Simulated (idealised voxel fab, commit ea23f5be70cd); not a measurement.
This section sets out a process module, namely voxel self aligned contacts.
In the cross-section labelled cut, the width is 155 nm and each square cell is 5 nm.
A cross-section in this document is a grid of square cells, and it is written down as bands, the top band listed before the ones below it; a band is made up of one or more rows of cells.
A band entry consists of two parts. The first gives the height of the band's top and the height of its bottom, in nm. The rest lists the band's materials from left to right, each with its width in nm. A single material labelled with the word "full width" fills the band from edge to edge, and the word "air" marks empty space.
Ref level 0: as-received wafer is one material below here. Bottom band extends down with no lower bound ("0..down").
Width spec "30->40" -> top row of cells at first value, bottom row at second value, equal per-row change in between.
"everything unchanged", as given for a step, is the statement that not any cell of the cross-section underwent a change during that step.
"Closed empty spaces": sealed empty spaces, 8 cells or more, no open way to top, listed width x height at distance, with distance from the left edge and width, height and distance in nm.
On each step's line, the part that comes after the settings is the simulator's own comment on the step.
On any step carrying a mask, the "overlay nm" setting, if present on the step's line, tells how far right of its planned place the mask lay; negative values point to the left.
Guide to the pairs. Each holds a before and an after cross-section around one process step; the after cross-section is cut off at the lowest band that changed. Look under the pair for the step between them and its settings. Pairs can come from different runs of this module on the same starting wafer, so a pair follows on from the one above it only where its entry headed "Pre-processing view" says it does.

-- Pre-processing view
0..down = Si full width
Closed empty spaces: none

-- State After Step
0..-5 = SiO2 full width
For the remainder of the cross-section, below -5, there is no change.
Closed empty spaces: none
Step applied between the pre-step and post-step cross-sections shown above: OXIDIZE: depth nm 5

Pre-processing view: This step starts from the configuration shown after the step in the pair immediately above.

-- State After Step
30..0 = polySi full width
For the remainder of the cross-section, below 0, there is no change.
Closed empty spaces: none
Step applied between the pre-step and post-step cross-sections shown above: DIRECTIONAL_DEP: material polySi, thk nm 30

Pre-processing view: This step starts from the configuration shown after the step in the pair immediately above.

-- State After Step
55..30 = SiN full width
For the remainder of the cross-section, below 30, there is no change.
Closed empty spaces: none
Step applied between the pre-step and post-step cross-sections shown above: DIRECTIONAL_DEP: material SiN, thk nm 25

Pre-processing view: This step starts from the configuration shown after the step in the pair immediately above.

-- State After Step
75..55 = air: 30 / resist: 25 / air: 40 / resist: 25 / air: 35
For the remainder of the cross-section, below 55, there is no change.
Closed empty spaces: none
Step applied between the pre-step and post-step cross-sections shown above: PATTERN: tone cover, mask id GATE, material resist, width nm 25, pitch nm 65, thk nm 20, overlay nm 0

Pre-processing view: This step starts from the configuration shown after the step in the pair immediately above.

-- State After Step
75..55 = air: 30 / resist: 25 / air: 40 / resist: 25 / air: 35
55..30 = air: 30 / SiN: 25 / air: 40 / SiN: 25 / air: 35
For the remainder of the cross-section, below 30, there is no change.
Closed empty spaces: none
Step applied between the pre-step and post-step cross-sections shown above: DIRECTIONAL_ETCH: etch materials SiN, depth nm 25

Pre-processing view: This step starts from the configuration shown after the step in the pair immediately above.

-- State After Step
75..55 = air: 30 / resist: 25 / air: 40 / resist: 25 / air: 35
55..30 = air: 30 / SiN: 25 / air: 40 / SiN: 25 / air: 35
30..0 = air: 30 / polySi: 25 / air: 40 / polySi: 25 / air: 35
For the remainder of the cross-section, below 0, there is no change.
Closed empty spaces: none
Step applied between the pre-step and post-step cross-sections shown above: DIRECTIONAL_ETCH: etch materials polySi, depth nm 30

Pre-processing view: This step starts from the configuration shown after the step in the pair immediately above.

-- State After Step
55..30 = air: 30 / SiN: 25 / air: 40 / SiN: 25 / air: 35
For the remainder of the cross-section, below 30, there is no change.
Closed empty spaces: none
Step applied between the pre-step and post-step cross-sections shown above: STRIP: etch materials resist

Pre-processing view: This step starts from the configuration shown after the step in the pair immediately above.

-- State After Step
65..30 = air: 20 / SiN: 45 / air: 20 / SiN: 45 / air: 25
30..10 = air: 20 / SiN: 10 / polySi: 25 / SiN: 10 / air: 20 / SiN: 10 / polySi: 25 / SiN: 10 / air: 25
10..0 = SiN: 30 / polySi: 25 / SiN: 40 / polySi: 25 / SiN: 35
For the remainder of the cross-section, below 0, there is no change.
Closed empty spaces: none
Step applied between the pre-step and post-step cross-sections shown above: CONFORMAL_DEP: material SiN, thk nm 10

Pre-processing view: This step starts from the configuration shown after the step in the pair immediately above.

-- State After Step
55..30 = air: 20 / SiN: 45 / air: 20 / SiN: 45 / air: 25
30..0 = air: 20 / SiN: 10 / polySi: 25 / SiN: 10 / air: 20 / SiN: 10 / polySi: 25 / SiN: 10 / air: 25
For the remainder of the cross-section, below 0, there is no change.
Closed empty spaces: none
Step applied between the pre-step and post-step cross-sections shown above: DIRECTIONAL_ETCH: etch materials SiN, depth nm 10

Pre-processing view: This step starts from the configuration shown after the step in the pair immediately above.

-- State After Step
75..55 = SiO2 full width
55..30 = SiO2: 20 / SiN: 45 / SiO2: 20 / SiN: 45 / SiO2: 25
30..0 = SiO2: 20 / SiN: 10 / polySi: 25 / SiN: 10 / SiO2: 20 / SiN: 10 / polySi: 25 / SiN: 10 / SiO2: 25
For the remainder of the cross-section, below 0, there is no change.
Closed empty spaces: none
Step applied between the pre-step and post-step cross-sections shown above: FILL_DEP: material SiO2, thk nm 20

Pre-processing view: This step starts from the configuration shown after the step in the pair immediately above.

-- State After Step
65..55 = SiO2 full width
For the remainder of the cross-section, below 55, there is no change.
Closed empty spaces: none
Step applied between the pre-step and post-step cross-sections shown above: CMP: height nm 65

Pre-processing view: This step starts from the configuration shown after the step in the pair immediately above.

-- State After Step
85..65 = resist: 50 / air: 50 / resist: 55
For the remainder of the cross-section, below 65, there is no change.
Closed empty spaces: none
Step applied between the pre-step and post-step cross-sections shown above: PATTERN: tone open, mask id CONTACT, material resist, width nm 50, thk nm 20, overlay nm 0

Pre-processing view: This step starts from the configuration shown after the step in the pair immediately above.

-- State After Step
85..65 = resist: 50 / air: 50 / resist: 55
65..55 = SiO2: 50 / air: 50 / SiO2: 55
55..30 = SiO2: 20 / SiN: 45 / air: 20 / SiN: 45 / SiO2: 25
30..0 = SiO2: 20 / SiN: 10 / polySi: 25 / SiN: 10 / air: 20 / SiN: 10 / polySi: 25 / SiN: 10 / SiO2: 25
0..-5 = SiO2: 65 / air: 20 / SiO2: 70
For the remainder of the cross-section, below -5, there is no change.
Closed empty spaces: none
Step applied between the pre-step and post-step cross-sections shown above: DIRECTIONAL_ETCH: etch materials SiO2, depth nm 70

Pre-processing view: This step starts from the configuration shown after the step in the pair immediately above.

-- State After Step
65..55 = SiO2: 50 / air: 50 / SiO2: 55
For the remainder of the cross-section, below 55, there is no change.
Closed empty spaces: none
Step applied between the pre-step and post-step cross-sections shown above: STRIP: etch materials resist

Pre-processing view: This step starts from the configuration shown after the step in the pair immediately above.

-- State After Step
70..65 = TiN: 55 / air: 40 / TiN: 60
65..55 = SiO2: 50 / TiN: 5->20 / air: 40->10 / TiN: 5->20 / SiO2: 55
55..30 = SiO2: 20 / SiN: 45 / TiN: 5 / air: 10 / TiN: 5 / SiN: 45 / SiO2: 25
30..0 = SiO2: 20 / SiN: 10 / polySi: 25 / SiN: 10 / TiN: 5 / air: 10 / TiN: 5 / SiN: 10 / polySi: 25 / SiN: 10 / SiO2: 25
0..-5 = SiO2: 65 / TiN: 20 / SiO2: 70
For the remainder of the cross-section, below -5, there is no change.
Closed empty spaces: none
Step applied between the pre-step and post-step cross-sections shown above: CONFORMAL_DEP: material TiN, thk nm 5

Pre-processing view: This step starts from the configuration shown after the step in the pair immediately above.

-- State After Step
75..70 = W full width
70..65 = TiN: 55 / W: 40 / TiN: 60
65..55 = SiO2: 50 / TiN: 5->20 / W: 40->10 / TiN: 5->20 / SiO2: 55
55..30 = SiO2: 20 / SiN: 45 / TiN: 5 / W: 10 / TiN: 5 / SiN: 45 / SiO2: 25
30..0 = SiO2: 20 / SiN: 10 / polySi: 25 / SiN: 10 / TiN: 5 / W: 10 / TiN: 5 / SiN: 10 / polySi: 25 / SiN: 10 / SiO2: 25
For the remainder of the cross-section, below 0, there is no change.
Closed empty spaces: none
Step applied between the pre-step and post-step cross-sections shown above: FILL_DEP: material W, thk nm 5

Pre-processing view: This step starts from the configuration shown after the step in the pair immediately above.

-- State After Step
65..55 = SiO2: 50 / TiN: 5->20 / W: 40->10 / TiN: 5->20 / SiO2: 55
For the remainder of the cross-section, below 55, there is no change.
Closed empty spaces: none
Step applied between the pre-step and post-step cross-sections shown above: CMP: height nm 65

Pre-processing view: This step starts from the configuration shown after the step in the pair immediately above.

-- State After Step
70..65 = SiN full width
For the remainder of the cross-section, below 65, there is no change.
Closed empty spaces: none
Step applied between the pre-step and post-step cross-sections shown above: CONFORMAL_DEP: material SiN, thk nm 5

-- Pre-processing view
0..down = Si full width
Closed empty spaces: none

-- State After Step
30..0 = polySi full width
For the remainder of the cross-section, below 0, there is no change.
Closed empty spaces: none
Step applied between the pre-step and post-step cross-sections shown above: DIRECTIONAL_DEP: material polySi, thk nm 30

Pre-processing view: This step starts from the configuration shown after the step in the pair immediately above.

-- State After Step
55..30 = SiN full width
For the remainder of the cross-section, below 30, there is no change.
Closed empty spaces: none
Step applied between the pre-step and post-step cross-sections shown above: DIRECTIONAL_DEP: material SiN, thk nm 25

Pre-processing view: This step starts from the configuration shown after the step in the pair immediately above.

-- State After Step
75..55 = air: 30 / resist: 25 / air: 40 / resist: 25 / air: 35
For the remainder of the cross-section, below 55, there is no change.
Closed empty spaces: none
Step applied between the pre-step and post-step cross-sections shown above: PATTERN: tone cover, mask id GATE, material resist, width nm 25, pitch nm 65, thk nm 20, overlay nm 0

Pre-processing view: This step starts from the configuration shown after the step in the pair immediately above.

-- State After Step
75..55 = air: 30 / resist: 25 / air: 40 / resist: 25 / air: 35
55..30 = air: 30 / SiN: 25 / air: 40 / SiN: 25 / air: 35
For the remainder of the cross-section, below 30, there is no change.
Closed empty spaces: none
Step applied between the pre-step and post-step cross-sections shown above: DIRECTIONAL_ETCH: etch materials SiN, depth nm 25

Pre-processing view: This step starts from the configuration shown after the step in the pair immediately above.

-- State After Step
75..55 = air: 30 / resist: 25 / air: 40 / resist: 25 / air: 35
55..30 = air: 30 / SiN: 25 / air: 40 / SiN: 25 / air: 35
30..0 = air: 30 / polySi: 25 / air: 40 / polySi: 25 / air: 35
For the remainder of the cross-section, below 0, there is no change.
Closed empty spaces: none
Step applied between the pre-step and post-step cross-sections shown above: DIRECTIONAL_ETCH: etch materials polySi, depth nm 30

Pre-processing view: This step starts from the configuration shown after the step in the pair immediately above.

-- State After Step
55..30 = air: 30 / SiN: 25 / air: 40 / SiN: 25 / air: 35
For the remainder of the cross-section, below 30, there is no change.
Closed empty spaces: none
Step applied between the pre-step and post-step cross-sections shown above: STRIP: etch materials resist

Pre-processing view: This step starts from the configuration shown after the step in the pair immediately above.

-- State After Step
65..30 = air: 20 / SiN: 45 / air: 20 / SiN: 45 / air: 25
30..10 = air: 20 / SiN: 10 / polySi: 25 / SiN: 10 / air: 20 / SiN: 10 / polySi: 25 / SiN: 10 / air: 25
10..0 = SiN: 30 / polySi: 25 / SiN: 40 / polySi: 25 / SiN: 35
For the remainder of the cross-section, below 0, there is no change.
Closed empty spaces: none
Step applied between the pre-step and post-step cross-sections shown above: CONFORMAL_DEP: material SiN, thk nm 10

Pre-processing view: This step starts from the configuration shown after the step in the pair immediately above.

-- State After Step
55..30 = air: 20 / SiN: 45 / air: 20 / SiN: 45 / air: 25
30..0 = air: 20 / SiN: 10 / polySi: 25 / SiN: 10 / air: 20 / SiN: 10 / polySi: 25 / SiN: 10 / air: 25
For the remainder of the cross-section, below 0, there is no change.
Closed empty spaces: none
Step applied between the pre-step and post-step cross-sections shown above: DIRECTIONAL_ETCH: etch materials SiN, depth nm 10

Pre-processing view: This step starts from the configuration shown after the step in the pair immediately above.

-- State After Step
75..55 = SiO2 full width
55..30 = SiO2: 20 / SiN: 45 / SiO2: 20 / SiN: 45 / SiO2: 25
30..0 = SiO2: 20 / SiN: 10 / polySi: 25 / SiN: 10 / SiO2: 20 / SiN: 10 / polySi: 25 / SiN: 10 / SiO2: 25
For the remainder of the cross-section, below 0, there is no change.
Closed empty spaces: none
Step applied between the pre-step and post-step cross-sections shown above: FILL_DEP: material SiO2, thk nm 20

Pre-processing view: This step starts from the configuration shown after the step in the pair immediately above.

-- State After Step
65..55 = SiO2 full width
For the remainder of the cross-section, below 55, there is no change.
Closed empty spaces: none
Step applied between the pre-step and post-step cross-sections shown above: CMP: height nm 65

Pre-processing view: This step starts from the configuration shown after the step in the pair immediately above.

-- State After Step
85..65 = resist: 50 / air: 50 / resist: 55
For the remainder of the cross-section, below 65, there is no change.
Closed empty spaces: none
Step applied between the pre-step and post-step cross-sections shown above: PATTERN: tone open, mask id CONTACT, material resist, width nm 50, thk nm 20, overlay nm 0

Pre-processing view: This step starts from the configuration shown after the step in the pair immediately above.

-- State After Step
85..65 = resist: 50 / air: 50 / resist: 55
65..55 = SiO2: 50 / air: 50 / SiO2: 55
55..30 = SiO2: 20 / SiN: 45 / air: 20 / SiN: 45 / SiO2: 25
30..0 = SiO2: 20 / SiN: 10 / polySi: 25 / SiN: 10 / air: 20 / SiN: 10 / polySi: 25 / SiN: 10 / SiO2: 25
For the remainder of the cross-section, below 0, there is no change.
Closed empty spaces: none
Step applied between the pre-step and post-step cross-sections shown above: DIRECTIONAL_ETCH: etch materials SiO2, depth nm 70

Pre-processing view: This step starts from the configuration shown after the step in the pair immediately above.

-- State After Step
65..55 = SiO2: 50 / air: 50 / SiO2: 55
For the remainder of the cross-section, below 55, there is no change.
Closed empty spaces: none
Step applied between the pre-step and post-step cross-sections shown above: STRIP: etch materials resist

Pre-processing view: This step starts from the configuration shown after the step in the pair immediately above.

-- State After Step
70..65 = TiN: 55 / air: 40 / TiN: 60
65..55 = SiO2: 50 / TiN: 5->20 / air: 40->10 / TiN: 5->20 / SiO2: 55
55..30 = SiO2: 20 / SiN: 45 / TiN: 5 / air: 10 / TiN: 5 / SiN: 45 / SiO2: 25
30..5 = SiO2: 20 / SiN: 10 / polySi: 25 / SiN: 10 / TiN: 5 / air: 10 / TiN: 5 / SiN: 10 / polySi: 25 / SiN: 10 / SiO2: 25
5..0 = SiO2: 20 / SiN: 10 / polySi: 25 / SiN: 10 / TiN: 20 / SiN: 10 / polySi: 25 / SiN: 10 / SiO2: 25
For the remainder of the cross-section, below 0, there is no change.
Closed empty spaces: none
Step applied between the pre-step and post-step cross-sections shown above: CONFORMAL_DEP: material TiN, thk nm 5

Pre-processing view: This step starts from the configuration shown after the step in the pair immediately above.

-- State After Step
75..70 = W full width
70..65 = TiN: 55 / W: 40 / TiN: 60
65..55 = SiO2: 50 / TiN: 5->20 / W: 40->10 / TiN: 5->20 / SiO2: 55
55..30 = SiO2: 20 / SiN: 45 / TiN: 5 / W: 10 / TiN: 5 / SiN: 45 / SiO2: 25
30..5 = SiO2: 20 / SiN: 10 / polySi: 25 / SiN: 10 / TiN: 5 / W: 10 / TiN: 5 / SiN: 10 / polySi: 25 / SiN: 10 / SiO2: 25
For the remainder of the cross-section, below 5, there is no change.
Closed empty spaces: none
Step applied between the pre-step and post-step cross-sections shown above: FILL_DEP: material W, thk nm 5

Pre-processing view: This step starts from the configuration shown after the step in the pair immediately above.

-- State After Step
65..55 = SiO2: 50 / TiN: 5->20 / W: 40->10 / TiN: 5->20 / SiO2: 55
For the remainder of the cross-section, below 55, there is no change.
Closed empty spaces: none
Step applied between the pre-step and post-step cross-sections shown above: CMP: height nm 65

Pre-processing view: This step starts from the configuration shown after the step in the pair immediately above.

-- State After Step
70..65 = SiN full width
For the remainder of the cross-section, below 65, there is no change.
Closed empty spaces: none
Step applied between the pre-step and post-step cross-sections shown above: CONFORMAL_DEP: material SiN, thk nm 5

-- Pre-processing view
55..30 = SiN full width
30..0 = polySi full width
0..-5 = SiO2 full width
-5..down = Si full width
Closed empty spaces: none

-- State After Step
80..30 = SiN full width
For the remainder of the cross-section, below 30, there is no change.
Closed empty spaces: none
Step applied between the pre-step and post-step cross-sections shown above: DIRECTIONAL_DEP: material SiN, thk nm 25

Pre-processing view: This step starts from the configuration shown after the step in the pair immediately above.

-- State After Step
100..80 = air: 30 / resist: 25 / air: 40 / resist: 25 / air: 35
For the remainder of the cross-section, below 80, there is no change.
Closed empty spaces: none
Step applied between the pre-step and post-step cross-sections shown above: PATTERN: tone cover, mask id GATE, material resist, width nm 25, pitch nm 65, thk nm 20, overlay nm 0

Pre-processing view: This step starts from the configuration shown after the step in the pair immediately above.

-- State After Step
100..80 = air: 30 / resist: 25 / air: 40 / resist: 25 / air: 35
80..55 = air: 30 / SiN: 25 / air: 40 / SiN: 25 / air: 35
For the remainder of the cross-section, below 55, there is no change.
Closed empty spaces: none
Step applied between the pre-step and post-step cross-sections shown above: DIRECTIONAL_ETCH: etch materials SiN, depth nm 25

Pre-processing view: This step starts from the configuration shown after the step in the pair immediately above.

-- State After Step
80..55 = air: 30 / SiN: 25 / air: 40 / SiN: 25 / air: 35
For the remainder of the cross-section, below 55, there is no change.
Closed empty spaces: none
Step applied between the pre-step and post-step cross-sections shown above: STRIP: etch materials resist

Pre-processing view: This step starts from the configuration shown after the step in the pair immediately above.

-- State After Step
90..65 = air: 20 / SiN: 45 / air: 20 / SiN: 45 / air: 25
65..30 = SiN full width
For the remainder of the cross-section, below 30, there is no change.
Closed empty spaces: none
Step applied between the pre-step and post-step cross-sections shown above: CONFORMAL_DEP: material SiN, thk nm 10

Pre-processing view: This step starts from the configuration shown after the step in the pair immediately above.

-- State After Step
80..55 = air: 20 / SiN: 45 / air: 20 / SiN: 45 / air: 25
For the remainder of the cross-section, below 55, there is no change.
Closed empty spaces: none
Step applied between the pre-step and post-step cross-sections shown above: DIRECTIONAL_ETCH: etch materials SiN, depth nm 10

Pre-processing view: This step starts from the configuration shown after the step in the pair immediately above.

-- State After Step
100..80 = SiO2 full width
80..55 = SiO2: 20 / SiN: 45 / SiO2: 20 / SiN: 45 / SiO2: 25
For the remainder of the cross-section, below 55, there is no change.
Closed empty spaces: none
Step applied between the pre-step and post-step cross-sections shown above: FILL_DEP: material SiO2, thk nm 20

Pre-processing view: This step starts from the configuration shown after the step in the pair immediately above.

-- State After Step
65..55 = SiO2: 20 / SiN: 45 / SiO2: 20 / SiN: 45 / SiO2: 25
For the remainder of the cross-section, below 55, there is no change.
Closed empty spaces: none
Step applied between the pre-step and post-step cross-sections shown above: CMP: height nm 65

Pre-processing view: This step starts from the configuration shown after the step in the pair immediately above.

-- State After Step
85..65 = resist: 50 / air: 50 / resist: 55
For the remainder of the cross-section, below 65, there is no change.
Closed empty spaces: none
Step applied between the pre-step and post-step cross-sections shown above: PATTERN: tone open, mask id CONTACT, material resist, width nm 50, thk nm 20, overlay nm 0

Pre-processing view: This step starts from the configuration shown after the step in the pair immediately above.

-- State After Step
85..65 = resist: 50 / air: 50 / resist: 55
65..55 = SiO2: 20 / SiN: 45 / air: 20 / SiN: 45 / SiO2: 25
For the remainder of the cross-section, below 55, there is no change.
Closed empty spaces: none
Step applied between the pre-step and post-step cross-sections shown above: DIRECTIONAL_ETCH: etch materials SiO2, depth nm 70

Pre-processing view: This step starts from the configuration shown after the step in the pair immediately above.

-- State After Step
65..55 = SiO2: 20 / SiN: 45 / air: 20 / SiN: 45 / SiO2: 25
For the remainder of the cross-section, below 55, there is no change.
Closed empty spaces: none
Step applied between the pre-step and post-step cross-sections shown above: STRIP: etch materials resist

Pre-processing view: This step starts from the configuration shown after the step in the pair immediately above.

-- State After Step
70..65 = TiN: 70 / air: 10 / TiN: 75
65..60 = SiO2: 20 / SiN: 45 / TiN: 5 / air: 10 / TiN: 5 / SiN: 45 / SiO2: 25
60..55 = SiO2: 20 / SiN: 45 / TiN: 20 / SiN: 45 / SiO2: 25
For the remainder of the cross-section, below 55, there is no change.
Closed empty spaces: none
Step applied between the pre-step and post-step cross-sections shown above: CONFORMAL_DEP: material TiN, thk nm 5

Pre-processing view: This step starts from the configuration shown after the step in the pair immediately above.

-- State After Step
75..70 = W full width
70..65 = TiN: 70 / W: 10 / TiN: 75
65..60 = SiO2: 20 / SiN: 45 / TiN: 5 / W: 10 / TiN: 5 / SiN: 45 / SiO2: 25
For the remainder of the cross-section, below 60, there is no change.
Closed empty spaces: none
Step applied between the pre-step and post-step cross-sections shown above: FILL_DEP: material W, thk nm 5

Pre-processing view: This step starts from the configuration shown after the step in the pair immediately above.

-- State After Step
65..60 = SiO2: 20 / SiN: 45 / TiN: 5 / W: 10 / TiN: 5 / SiN: 45 / SiO2: 25
For the remainder of the cross-section, below 60, there is no change.
Closed empty spaces: none
Step applied between the pre-step and post-step cross-sections shown above: CMP: height nm 65

Pre-processing view: This step starts from the configuration shown after the step in the pair immediately above.

-- State After Step
70..65 = SiN full width
For the remainder of the cross-section, below 65, there is no change.
Closed empty spaces: none
Step applied between the pre-step and post-step cross-sections shown above: CONFORMAL_DEP: material SiN, thk nm 5

-- Pre-processing view
30..0 = polySi full width
0..down = Si full width
Closed empty spaces: none

-- State After Step
30..25 = SiO2 full width
For the remainder of the cross-section, below 25, there is no change.
Closed empty spaces: none
Step applied between the pre-step and post-step cross-sections shown above: OXIDIZE: depth nm 5

Pre-processing view: This step starts from the configuration shown after the step in the pair immediately above.

-- State After Step
55..30 = SiN full width
For the remainder of the cross-section, below 30, there is no change.
Closed empty spaces: none
Step applied between the pre-step and post-step cross-sections shown above: DIRECTIONAL_DEP: material SiN, thk nm 25

Pre-processing view: This step starts from the configuration shown after the step in the pair immediately above.

-- State After Step
75..55 = air: 30 / resist: 25 / air: 40 / resist: 25 / air: 35
For the remainder of the cross-section, below 55, there is no change.
Closed empty spaces: none
Step applied between the pre-step and post-step cross-sections shown above: PATTERN: tone cover, mask id GATE, material resist, width nm 25, pitch nm 65, thk nm 20, overlay nm 0

Pre-processing view: This step starts from the configuration shown after the step in the pair immediately above.

-- State After Step
75..55 = air: 30 / resist: 25 / air: 40 / resist: 25 / air: 35
55..30 = air: 30 / SiN: 25 / air: 40 / SiN: 25 / air: 35
For the remainder of the cross-section, below 30, there is no change.
Closed empty spaces: none
Step applied between the pre-step and post-step cross-sections shown above: DIRECTIONAL_ETCH: etch materials SiN, depth nm 25

Pre-processing view: This step starts from the configuration shown after the step in the pair immediately above.

-- State After Step
55..30 = air: 30 / SiN: 25 / air: 40 / SiN: 25 / air: 35
For the remainder of the cross-section, below 30, there is no change.
Closed empty spaces: none
Step applied between the pre-step and post-step cross-sections shown above: STRIP: etch materials resist

Pre-processing view: This step starts from the configuration shown after the step in the pair immediately above.

-- State After Step
65..40 = air: 20 / SiN: 45 / air: 20 / SiN: 45 / air: 25
40..30 = SiN full width
For the remainder of the cross-section, below 30, there is no change.
Closed empty spaces: none
Step applied between the pre-step and post-step cross-sections shown above: CONFORMAL_DEP: material SiN, thk nm 10

Pre-processing view: This step starts from the configuration shown after the step in the pair immediately above.

-- State After Step
55..30 = air: 20 / SiN: 45 / air: 20 / SiN: 45 / air: 25
For the remainder of the cross-section, below 30, there is no change.
Closed empty spaces: none
Step applied between the pre-step and post-step cross-sections shown above: DIRECTIONAL_ETCH: etch materials SiN, depth nm 10

Pre-processing view: This step starts from the configuration shown after the step in the pair immediately above.

-- State After Step
75..55 = SiO2 full width
55..30 = SiO2: 20 / SiN: 45 / SiO2: 20 / SiN: 45 / SiO2: 25
For the remainder of the cross-section, below 30, there is no change.
Closed empty spaces: none
Step applied between the pre-step and post-step cross-sections shown above: FILL_DEP: material SiO2, thk nm 20

Pre-processing view: This step starts from the configuration shown after the step in the pair immediately above.

-- State After Step
65..55 = SiO2 full width
For the remainder of the cross-section, below 55, there is no change.
Closed empty spaces: none
Step applied between the pre-step and post-step cross-sections shown above: CMP: height nm 65

Pre-processing view: This step starts from the configuration shown after the step in the pair immediately above.

-- State After Step
85..65 = resist: 50 / air: 50 / resist: 55
For the remainder of the cross-section, below 65, there is no change.
Closed empty spaces: none
Step applied between the pre-step and post-step cross-sections shown above: PATTERN: tone open, mask id CONTACT, material resist, width nm 50, thk nm 20, overlay nm 0

Pre-processing view: This step starts from the configuration shown after the step in the pair immediately above.

-- State After Step
85..65 = resist: 50 / air: 50 / resist: 55
65..55 = SiO2: 50 / air: 50 / SiO2: 55
55..30 = SiO2: 20 / SiN: 45 / air: 20 / SiN: 45 / SiO2: 25
30..25 = SiO2: 65 / air: 20 / SiO2: 70
For the remainder of the cross-section, below 25, there is no change.
Closed empty spaces: none
Step applied between the pre-step and post-step cross-sections shown above: DIRECTIONAL_ETCH: etch materials SiO2, depth nm 70

Pre-processing view: This step starts from the configuration shown after the step in the pair immediately above.

-- State After Step
65..55 = SiO2: 50 / air: 50 / SiO2: 55
For the remainder of the cross-section, below 55, there is no change.
Closed empty spaces: none
Step applied between the pre-step and post-step cross-sections shown above: STRIP: etch materials resist

Pre-processing view: This step starts from the configuration shown after the step in the pair immediately above.

-- State After Step
70..65 = TiN: 55 / air: 40 / TiN: 60
65..55 = SiO2: 50 / TiN: 5->20 / air: 40->10 / TiN: 5->20 / SiO2: 55
55..30 = SiO2: 20 / SiN: 45 / TiN: 5 / air: 10 / TiN: 5 / SiN: 45 / SiO2: 25
30..25 = SiO2: 65 / TiN: 20 / SiO2: 70
For the remainder of the cross-section, below 25, there is no change.
Closed empty spaces: none
Step applied between the pre-step and post-step cross-sections shown above: CONFORMAL_DEP: material TiN, thk nm 5

Pre-processing view: This step starts from the configuration shown after the step in the pair immediately above.

-- State After Step
75..70 = W full width
70..65 = TiN: 55 / W: 40 / TiN: 60
65..55 = SiO2: 50 / TiN: 5->20 / W: 40->10 / TiN: 5->20 / SiO2: 55
55..30 = SiO2: 20 / SiN: 45 / TiN: 5 / W: 10 / TiN: 5 / SiN: 45 / SiO2: 25
For the remainder of the cross-section, below 30, there is no change.
Closed empty spaces: none
Step applied between the pre-step and post-step cross-sections shown above: FILL_DEP: material W, thk nm 5

Pre-processing view: This step starts from the configuration shown after the step in the pair immediately above.

-- State After Step
65..55 = SiO2: 50 / TiN: 5->20 / W: 40->10 / TiN: 5->20 / SiO2: 55
For the remainder of the cross-section, below 55, there is no change.
Closed empty spaces: none
Step applied between the pre-step and post-step cross-sections shown above: CMP: height nm 65

Pre-processing view: This step starts from the configuration shown after the step in the pair immediately above.

-- State After Step
70..65 = SiN full width
For the remainder of the cross-section, below 65, there is no change.
Closed empty spaces: none
Step applied between the pre-step and post-step cross-sections shown above: CONFORMAL_DEP: material SiN, thk nm 5

-- Pre-processing view
75..70 = W full width
70..65 = TiN: 55 / W: 40 / TiN: 60
65..55 = SiO2: 50 / TiN: 5->20 / W: 40->10 / TiN: 5->20 / SiO2: 55
55..30 = SiO2: 20 / SiN: 45 / TiN: 5 / W: 10 / TiN: 5 / SiN: 45 / SiO2: 25
30..0 = SiO2: 20 / SiN: 10 / polySi: 25 / SiN: 10 / TiN: 5 / W: 10 / TiN: 5 / SiN: 10 / polySi: 25 / SiN: 10 / SiO2: 25
0..-5 = SiO2: 65 / TiN: 20 / SiO2: 70
-5..down = Si full width
Closed empty spaces: none

-- State After Step
60..55 = SiO2: 50 / TiN: 20 / W: 10 / TiN: 20 / SiO2: 55
For the remainder of the cross-section, below 55, there is no change.
Closed empty spaces: none
Step applied between the pre-step and post-step cross-sections shown above: CMP: height nm 60

Pre-processing view: This step starts from the configuration shown after the step in the pair immediately above.

-- State After Step
65..60 = SiN full width
For the remainder of the cross-section, below 60, there is no change.
Closed empty spaces: none
Step applied between the pre-step and post-step cross-sections shown above: CONFORMAL_DEP: material SiN, thk nm 5

-- Pre-processing view
65..55 = SiO2 full width
55..30 = SiO2: 20 / SiN: 45 / SiO2: 20 / SiN: 45 / SiO2: 25
30..0 = SiO2: 20 / SiN: 10 / polySi: 25 / SiN: 10 / SiO2: 20 / SiN: 10 / polySi: 25 / SiN: 10 / SiO2: 25
0..-5 = SiO2 full width
-5..down = Si full width
Closed empty spaces: none

-- State After Step
85..65 = resist: 55 / air: 40 / resist: 60
For the remainder of the cross-section, below 65, there is no change.
Closed empty spaces: none
Step applied between the pre-step and post-step cross-sections shown above: PATTERN: tone open, mask id CONTACT, material resist, width nm 40, thk nm 20, overlay nm 0

Pre-processing view: This step starts from the configuration shown after the step in the pair immediately above.

-- State After Step
85..65 = resist: 55 / air: 40 / resist: 60
65..55 = SiO2: 55 / air: 40 / SiO2: 60
55..30 = SiO2: 20 / SiN: 45 / air: 20 / SiN: 45 / SiO2: 25
30..0 = SiO2: 20 / SiN: 10 / polySi: 25 / SiN: 10 / air: 20 / SiN: 10 / polySi: 25 / SiN: 10 / SiO2: 25
0..-5 = SiO2: 65 / air: 20 / SiO2: 70
For the remainder of the cross-section, below -5, there is no change.
Closed empty spaces: none
Step applied between the pre-step and post-step cross-sections shown above: DIRECTIONAL_ETCH: etch materials SiO2, depth nm 70

Pre-processing view: This step starts from the configuration shown after the step in the pair immediately above.

-- State After Step
65..55 = SiO2: 55 / air: 40 / SiO2: 60
For the remainder of the cross-section, below 55, there is no change.
Closed empty spaces: none
Step applied between the pre-step and post-step cross-sections shown above: STRIP: etch materials resist

Pre-processing view: This step starts from the configuration shown after the step in the pair immediately above.

-- State After Step
70..65 = TiN: 60 / air: 30 / TiN: 65
65..55 = SiO2: 55 / TiN: 5->15 / air: 30->10 / TiN: 5->15 / SiO2: 60
55..30 = SiO2: 20 / SiN: 45 / TiN: 5 / air: 10 / TiN: 5 / SiN: 45 / SiO2: 25
30..0 = SiO2: 20 / SiN: 10 / polySi: 25 / SiN: 10 / TiN: 5 / air: 10 / TiN: 5 / SiN: 10 / polySi: 25 / SiN: 10 / SiO2: 25
0..-5 = SiO2: 65 / TiN: 20 / SiO2: 70
For the remainder of the cross-section, below -5, there is no change.
Closed empty spaces: none
Step applied between the pre-step and post-step cross-sections shown above: CONFORMAL_DEP: material TiN, thk nm 5
